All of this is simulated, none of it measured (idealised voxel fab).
process module | voxel quadruple lines
cross-section cut | 170 nm wide | cells 5 nm
A cross-section is a grid of square cells, given in bands from the top down. A band is one or more rows of cells.
Each band's line starts with the height of the band's top and of its bottom, in nm. Then come its materials from left to right, each with its width in nm. One material with "throughout" fills the band from edge to edge. "air" is empty space.
Height 0 is the level under which the wafer as received is all one material. The lowest band goes on downwards, as in "0 down".
A width such as "30 to 40" changes by the same amount from each row of cells to the next, from the band's top row to its bottom row.
"no change" after a step means that no cell of the cross-section changed.
closed voids: empty space of 8 cells or more with no open way to the top, each as width x height at its distance from the left edge, in nm
after a step's settings: what the simulator itself notes on the step
overlay nm, on a step with a mask: how far to the right of its planned place the mask lay; to the left if negative
plan
1 op RECEIVE | material Si
2 op CONFORMAL_DEP | material SiO2 | thk nm 10
3 op DIRECTIONAL_DEP | material TiN | thk nm 15
4 op DIRECTIONAL_DEP | material polySi | thk nm 20
5 op DIRECTIONAL_DEP | material aC | thk nm 25
6 op PATTERN | tone cover | mask id MANDREL | material resist | width nm 35 | thk nm 35 | overlay nm 0
7 op DIRECTIONAL_ETCH | etch materials aC | depth nm 25
8 op STRIP | etch materials resist
9 op CONFORMAL_DEP | material SiO2 | thk nm 15
10 op DIRECTIONAL_ETCH | etch materials SiO2 | depth nm 15
11 op STRIP | etch materials aC
12 op DIRECTIONAL_ETCH | etch materials polySi | depth nm 20
13 op STRIP | etch materials SiO2
14 op CONFORMAL_DEP | material SiCN | thk nm 10
15 op DIRECTIONAL_ETCH | etch materials SiCN | depth nm 10
16 op STRIP | etch materials polySi
17 op DIRECTIONAL_ETCH | etch materials TiN | depth nm 15
18 op STRIP | etch materials SiCN
19 op FILL_DEP | material SiO2 | thk nm 10
20 op CMP | height nm 25
first wafer, as planned
as received, after step 1
  0 down: Si throughout
  closed voids: none
after step 2
  10 to 0: SiO2 throughout
  below 0: unchanged
after step 3
  25 to 10: TiN throughout
  below 10: unchanged
after step 4
  45 to 25: polySi throughout
  below 25: unchanged
after step 5
  70 to 45: aC throughout
  below 45: unchanged
after step 6
  105 to 70: air 65 | resist 35 | air 70
  below 70: unchanged
after step 7
  80 to 70: air 65 | resist 35 | air 70
  70 to 45: air 65 | aC 35 | air 70
  below 45: unchanged
after step 8
  70 to 45: air 65 | aC 35 | air 70
  below 45: unchanged
after step 9
  85 to 70: air 50 | SiO2 65 | air 55
  70 to 60: air 50 | SiO2 15 | aC 35 | SiO2 15 | air 55
  60 to 45: SiO2 65 | aC 35 | SiO2 70
  below 45: unchanged
after step 10
  70 to 45: air 50 | SiO2 15 | aC 35 | SiO2 15 | air 55
  below 45: unchanged
after step 11
  70 to 45: air 50 | SiO2 15 | air 35 | SiO2 15 | air 55
  below 45: unchanged
after step 12
  70 to 45: air 50 | SiO2 15 | air 35 | SiO2 15 | air 55
  45 to 25: air 50 | polySi 15 | air 35 | polySi 15 | air 55
  below 25: unchanged
after step 13
  45 to 25: air 50 | polySi 15 | air 35 | polySi 15 | air 55
  below 25: unchanged
after step 14
  55 to 45: air 40 | SiCN 35 | air 15 | SiCN 35 | air 45
  45 to 35: air 40 | SiCN 10 | polySi 15 | SiCN 10 | air 15 | SiCN 10 | polySi 15 | SiCN 10 | air 45
  35 to 25: SiCN 50 | polySi 15 | SiCN 35 | polySi 15 | SiCN 55
  below 25: unchanged
after step 15
  45 to 25: air 40 | SiCN 10 | polySi 15 | SiCN 10 | air 15 | SiCN 10 | polySi 15 | SiCN 10 | air 45
  below 25: unchanged
after step 16
  45 to 25: air 40 | SiCN 10 | air 15 | SiCN 10 | air 15 | SiCN 10 | air 15 | SiCN 10 | air 45
  below 25: unchanged
after step 17
  45 to 25: air 40 | SiCN 10 | air 15 | SiCN 10 | air 15 | SiCN 10 | air 15 | SiCN 10 | air 45
  25 to 10: air 40 | TiN 10 | air 15 | TiN 10 | air 15 | TiN 10 | air 15 | TiN 10 | air 45
  below 10: unchanged
after step 18
  25 to 10: air 40 | TiN 10 | air 15 | TiN 10 | air 15 | TiN 10 | air 15 | TiN 10 | air 45
  below 10: unchanged
after step 19
  35 to 25: SiO2 throughout
  25 to 10: SiO2 40 | TiN 10 | SiO2 15 | TiN 10 | SiO2 15 | TiN 10 | SiO2 15 | TiN 10 | SiO2 45
  below 10: unchanged
after step 20
  25 to 10: SiO2 40 | TiN 10 | SiO2 15 | TiN 10 | SiO2 15 | TiN 10 | SiO2 15 | TiN 10 | SiO2 45
  below 10: unchanged
second wafer: like start, like plan, one mistake. Through step 2 it matches the first wafer
when step 3 should have ended
  30 to 10: polySi throughout
  below 10: unchanged
when step 4 should have ended
  45 to 30: TiN throughout
  below 30: unchanged
when step 5 should have ended
  70 to 45: aC throughout
  below 45: unchanged
when step 6 should have ended
  105 to 70: air 65 | resist 35 | air 70
  below 70: unchanged
when step 7 should have ended
  80 to 70: air 65 | resist 35 | air 70
  70 to 45: air 65 | aC 35 | air 70
  below 45: unchanged
when step 8 should have ended
  70 to 45: air 65 | aC 35 | air 70
  below 45: unchanged
when step 9 should have ended
  85 to 70: air 50 | SiO2 65 | air 55
  70 to 60: air 50 | SiO2 15 | aC 35 | SiO2 15 | air 55
  60 to 45: SiO2 65 | aC 35 | SiO2 70
  below 45: unchanged
when step 10 should have ended
  70 to 45: air 50 | SiO2 15 | aC 35 | SiO2 15 | air 55
  below 45: unchanged
when step 11 should have ended
  70 to 45: air 50 | SiO2 15 | air 35 | SiO2 15 | air 55
  below 45: unchanged
when step 12 should have ended: no change
when step 13 should have ended
  45 to 30: TiN throughout
  below 30: unchanged
when step 14 should have ended
  55 to 45: SiCN throughout
  below 45: unchanged
when step 15 should have ended
  45 to 30: TiN throughout
  below 30: unchanged
when step 16 should have ended: no change
when step 17 should have ended
  30 to 10: polySi throughout
  below 10: unchanged
when step 18 should have ended: no change
when step 19 should have ended
  40 to 30: SiO2 throughout
  below 30: unchanged
when step 20 should have ended
  25 to 10: polySi throughout
  below 10: unchanged
what went wrong: steps 3 and 4 were swapped
at the end the second wafer has, in cells: 78 fewer of SiO2 | 24 fewer of TiN | 102 more of polySi
